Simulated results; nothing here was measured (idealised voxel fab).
Process module name: voxel trench capacitor
Pictured: cross-section cut, 225 nm wide, on a grid of 5 nm square cells.
Each cross-section below is a grid of square cells, stated as bands in top-down order, with one or more rows of cells making up each band.
Basically the band line says how high the top is and how high the bottom is, in nm, and then what's in it from left to right, every material with its width in nm. Empty space shows up as "blank", and if a single material carries "all across" it runs the full band edge to edge.
All heights in this document are referenced to 0, defined as the level beneath which the wafer, as received, consists entirely of one material. The lowest band is not bounded below; it extends indefinitely downward and is written in the form "0 and below".
Graded width ("30->40"): value in top row of band = first number; value in bottom row = second number; row-to-row change constant.
"left unchanged", as given for a step, is the statement that not any cell of the cross-section underwent a change during that step.
Under "Trapped cavities" you'll find the enclosed gaps, the ones with no way out to the top, that are 8 cells or bigger; each reads width x height at distance, with distance counted from the left edge, everything in nm.
It should be noted that, on the line of a given step, the content following the step's settings is a remark produced by the simulator itself with respect to that step.
On any step carrying a mask, the "overlay nm" setting, if present on the step's line, tells how far right of its planned place the mask lay; negative values point to the left.

# The steps planned for the process are as follows
1: RECEIVE | material Si
2: CONFORMAL_DEP | material SiN | thk nm 10
3: DIRECTIONAL_DEP | material aC | thk nm 15
4: PATTERN | tone open | mask id TRENCH | material resist | width nm 25 | pitch nm 50 | thk nm 30 | overlay nm 0
5: DIRECTIONAL_ETCH | etch materials aC | depth nm 15
6: STRIP | etch materials resist
7: DIRECTIONAL_ETCH | etch materials SiN | depth nm 10
8: DIRECTIONAL_ETCH | etch materials Si | depth nm 25
9: STRIP | etch materials aC
10: CONFORMAL_DEP | material HfO2 | thk nm 5
11: CONFORMAL_DEP | material TiN | thk nm 5
12: FILL_DEP | material W | thk nm 5
13: CMP | height nm 10

# Here's what the wafer looked like in cross-section when it arrived - that's after step 1
- 0 and below | Si all across
- Trapped cavities: none

# As-planned run: cross-section of the first of two wafers at end of module
- 10 down to 0 | 25 nm SiN  5 nm HfO2  5 nm TiN  5 nm W  5 nm TiN  5 nm HfO2  25 nm SiN  5 nm HfO2  5 nm TiN  5 nm W  5 nm TiN  5 nm HfO2  25 nm SiN  5 nm HfO2  5 nm TiN  5 nm W  5 nm TiN  5 nm HfO2  25 nm SiN  5 nm HfO2  5 nm TiN  5 nm W  5 nm TiN  5 nm HfO2  25 nm SiN
- 0 down to -15 | 25 nm Si  5 nm HfO2  5 nm TiN  5 nm W  5 nm TiN  5 nm HfO2  25 nm Si  5 nm HfO2  5 nm TiN  5 nm W  5 nm TiN  5 nm HfO2  25 nm Si  5 nm HfO2  5 nm TiN  5 nm W  5 nm TiN  5 nm HfO2  25 nm Si  5 nm HfO2  5 nm TiN  5 nm W  5 nm TiN  5 nm HfO2  25 nm Si
- -15 down to -20 | 25 nm Si  5 nm HfO2  15 nm TiN  5 nm HfO2  25 nm Si  5 nm HfO2  15 nm TiN  5 nm HfO2  25 nm Si  5 nm HfO2  15 nm TiN  5 nm HfO2  25 nm Si  5 nm HfO2  15 nm TiN  5 nm HfO2  25 nm Si
- -20 down to -25 | 25 nm Si  25 nm HfO2  25 nm Si  25 nm HfO2  25 nm Si  25 nm HfO2  25 nm Si  25 nm HfO2  25 nm Si
- -25 and below | Si all across
- Trapped cavities: none

# Second wafer cross-section at end of module - shared start and plan with the first, one mistake in the run
- 10 down to 0 | 15 nm SiN  5 nm HfO2  5 nm TiN  5 nm W  5 nm TiN  5 nm HfO2  25 nm SiN  5 nm HfO2  5 nm TiN  5 nm W  5 nm TiN  5 nm HfO2  25 nm SiN  5 nm HfO2  5 nm TiN  5 nm W  5 nm TiN  5 nm HfO2  25 nm SiN  5 nm HfO2  5 nm TiN  5 nm W  5 nm TiN  5 nm HfO2  35 nm SiN
- 0 down to -15 | 15 nm Si  5 nm HfO2  5 nm TiN  5 nm W  5 nm TiN  5 nm HfO2  25 nm Si  5 nm HfO2  5 nm TiN  5 nm W  5 nm TiN  5 nm HfO2  25 nm Si  5 nm HfO2  5 nm TiN  5 nm W  5 nm TiN  5 nm HfO2  25 nm Si  5 nm HfO2  5 nm TiN  5 nm W  5 nm TiN  5 nm HfO2  35 nm Si
- -15 down to -20 | 15 nm Si  5 nm HfO2  15 nm TiN  5 nm HfO2  25 nm Si  5 nm HfO2  15 nm TiN  5 nm HfO2  25 nm Si  5 nm HfO2  15 nm TiN  5 nm HfO2  25 nm Si  5 nm HfO2  15 nm TiN  5 nm HfO2  35 nm Si
- -20 down to -25 | 15 nm Si  25 nm HfO2  25 nm Si  25 nm HfO2  25 nm Si  25 nm HfO2  25 nm Si  25 nm HfO2  35 nm Si
- -25 and below | Si all across
- Trapped cavities: none
Misprocessing identified: not per plan at step 4, really ran PATTERN | tone open | mask id TRENCH | material resist | width nm 25 | pitch nm 50 | thk nm 30 | overlay nm -10
Both wafers, final: cells per material equal; arrangement not.
